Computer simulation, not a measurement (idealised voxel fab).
The document below concerns the process module designated voxel wiring stack.
This is section cut - it's 200 nm across, gridded in 5 nm square cells.
Cross-section spec: square-cell grid; bands listed top down; each band is one or more rows.
Heights first: top, then bottom, in nm. Then materials, left to right, each with a width in nm. "everywhere" on a single material: fills the band edge to edge. "blank": empty space.
Counting heights begins at 0, where everything beneath is, in the wafer as received, one material. The lowest band has no bottom; it goes on downwards, as "0 -> down" shows.
Read "30..40" as a graded width: first number on top, second number at the bottom, same change between each pair of neighbouring rows.
"left unchanged" (step): cross-section cells unchanged, all of them.
Listed in "Unvented internal voids": every empty space of 8 or more cells without an open way to the top. Form: width x height at distance, the distance being from the left edge, all in nm.
On a step's line, text after the settings is the simulator commenting on that step.
overlay nm, on a step with a mask: how far to the right of its planned place the mask lay; to the left if negative
Process steps (planned)
- 1: RECEIVE: material Si
- 2: CONFORMAL_DEP: material SiO2, thk nm 15
- 3: DIRECTIONAL_DEP: material TiN, thk nm 5
- 4: DIRECTIONAL_DEP: material W, thk nm 25
- 5: PATTERN: tone cover, mask id METAL_1, material resist, width nm 25, pitch nm 55, thk nm 20, overlay nm 0
- 6: DIRECTIONAL_ETCH: etch materials W, depth nm 25
- 7: DIRECTIONAL_ETCH: etch materials TiN, depth nm 5
- 8: STRIP: etch materials resist
- 9: CONFORMAL_DEP: material SiCN, thk nm 5
- 10: FILL_DEP: material lowk, thk nm 5
- 11: CMP: height nm 45
- 12: CONFORMAL_DEP: material SiCN, thk nm 5
- 13: DIRECTIONAL_DEP: material lowk, thk nm 20
- 14: DIRECTIONAL_DEP: material aC, thk nm 15
- 15: PATTERN: tone open, mask id PLUG_1, material resist, width nm 15, thk nm 30, overlay nm 0
- 16: DIRECTIONAL_ETCH: etch materials aC, depth nm 15
- 17: STRIP: etch materials resist
- 18: DIRECTIONAL_ETCH: etch materials lowk, depth nm 20
- 19: DIRECTIONAL_ETCH: etch materials SiCN, depth nm 5
- 20: STRIP: etch materials aC
- 21: EPI: material Ru, thk nm 10
- 22: EPI: material Ru, thk nm 10
- 23: EPI: material Ru, thk nm 5
- 24: DIRECTIONAL_DEP: material TiN, thk nm 5
- 25: DIRECTIONAL_DEP: material Ru, thk nm 20
- 26: DIRECTIONAL_DEP: material aC, thk nm 15
- 27: PATTERN: tone cover, mask id METAL_2, material resist, width nm 25, pitch nm 55, thk nm 30, overlay nm 0
- 28: DIRECTIONAL_ETCH: etch materials aC, depth nm 15
- 29: STRIP: etch materials resist
- 30: DIRECTIONAL_ETCH: etch materials Ru, depth nm 20
- 31: DIRECTIONAL_ETCH: etch materials TiN, depth nm 5
- 32: STRIP: etch materials aC
- 33: CONFORMAL_DEP: material SiN, thk nm 5
- 34: FILL_DEP: material SiO2, thk nm 10
- 35: CMP: height nm 95
- 36: CONFORMAL_DEP: material SiCN, thk nm 5
- 37: DIRECTIONAL_DEP: material lowk, thk nm 10
- 38: DIRECTIONAL_DEP: material aC, thk nm 10
- 39: PATTERN: tone open, mask id PLUG_2, material resist, width nm 15, pitch nm 55, thk nm 25, overlay nm 0
- 40: DIRECTIONAL_ETCH: etch materials aC, depth nm 10
- 41: STRIP: etch materials resist
- 42: DIRECTIONAL_ETCH: etch materials lowk, depth nm 10
- 43: DIRECTIONAL_ETCH: etch materials SiCN, depth nm 5
- 44: STRIP: etch materials aC
- 45: CONFORMAL_DEP: material TiN, thk nm 5
- 46: FILL_DEP: material Ru, thk nm 10
- 47: CMP: height nm 110
- 48: CONFORMAL_DEP: material SiN, thk nm 5
- 49: DIRECTIONAL_DEP: material SiO2, thk nm 25
- 50: PATTERN: tone open, mask id METAL_3, material resist, width nm 25, pitch nm 55, thk nm 20, overlay nm 0
- 51: DIRECTIONAL_ETCH: etch materials SiO2, depth nm 25
- 52: DIRECTIONAL_ETCH: etch materials SiN, depth nm 5
- 53: STRIP: etch materials resist
- 54: CONFORMAL_DEP: material TiN, thk nm 5
- 55: FILL_DEP: material Cu, thk nm 10
- 56: CMP: height nm 140
- 57: CONFORMAL_DEP: material SiCN, thk nm 5
Cross-sectional view of the wafer in its as-received condition, corresponding to the state after step 1
  0 -> down | Si everywhere
  Unvented internal voids: none
Cross-section taken at module completion on the first of two wafers; processed per the plan
  145 -> 140 | SiCN everywhere
  140 -> 115 | SiO2=60; TiN=5; Cu=15; TiN=5; SiO2=30; TiN=5; Cu=15; TiN=5; SiO2=60
  115 -> 110 | SiN=60; TiN=25; SiN=30; TiN=25; SiN=60
  110 -> 100 | lowk=60; TiN=5; Ru=5; TiN=5; lowk=40; TiN=5; Ru=5; TiN=5; lowk=70
  100 -> 95 | SiCN=60; TiN=15; SiCN=40; TiN=15; SiCN=70
  95 -> 75 | SiO2=55; SiN=5; Ru=25; SiN=5; SiO2=20; SiN=5; Ru=25; SiN=5; SiO2=55
  75 -> 70 | SiN=60; TiN=25; SiN=30; TiN=25; SiN=60
  70 -> 50 | lowk=60; Ru=15; lowk=125
  50 -> 45 | SiCN=60; Ru=15; SiCN=125
  45 -> 20 | lowk=55; SiCN=5; W=25; SiCN=5; lowk=20; SiCN=5; W=25; SiCN=5; lowk=55
  20 -> 15 | SiCN=60; TiN=25; SiCN=30; TiN=25; SiCN=60
  15 -> 0 | SiO2 everywhere
  0 -> down | Si everywhere
  Unvented internal voids: none
Cross-sectional view of the second of two wafers upon completion of the module. This wafer shared its starting condition and process plan with the first; one error was made during its execution
  150 -> 145 | SiCN everywhere
  145 -> 140 | TiN=65; Cu=15; TiN=40; Cu=15; TiN=65
  140 -> 115 | SiO2=60; TiN=5; Cu=15; TiN=5; SiO2=30; TiN=5; Cu=15; TiN=5; SiO2=60
  115 -> 110 | SiN=60; TiN=25; SiN=30; TiN=25; SiN=60
  110 -> 100 | lowk=60; TiN=5; Ru=5; TiN=5; lowk=40; TiN=5; Ru=5; TiN=5; lowk=70
  100 -> 95 | SiCN=60; TiN=15; SiCN=40; TiN=15; SiCN=70
  95 -> 75 | SiO2=55; SiN=5; Ru=25; SiN=5; SiO2=20; SiN=5; Ru=25; SiN=5; SiO2=55
  75 -> 70 | SiN=60; TiN=25; SiN=30; TiN=25; SiN=60
  70 -> 50 | lowk=60; Ru=15; lowk=125
  50 -> 45 | SiCN=60; Ru=15; SiCN=125
  45 -> 20 | lowk=55; SiCN=5; W=25; SiCN=5; lowk=20; SiCN=5; W=25; SiCN=5; lowk=55
  20 -> 15 | SiCN=60; TiN=25; SiCN=30; TiN=25; SiCN=60
  15 -> 0 | SiO2 everywhere
  0 -> down | Si everywhere
  Unvented internal voids: none
So what did we get wrong on this run? in deviation from the planned setting, step 56 was conducted as CMP: height nm 145
Bottom line after processing is that, in cells, the second wafer is up or down on some materials versus the first: Cu +6, TiN +34
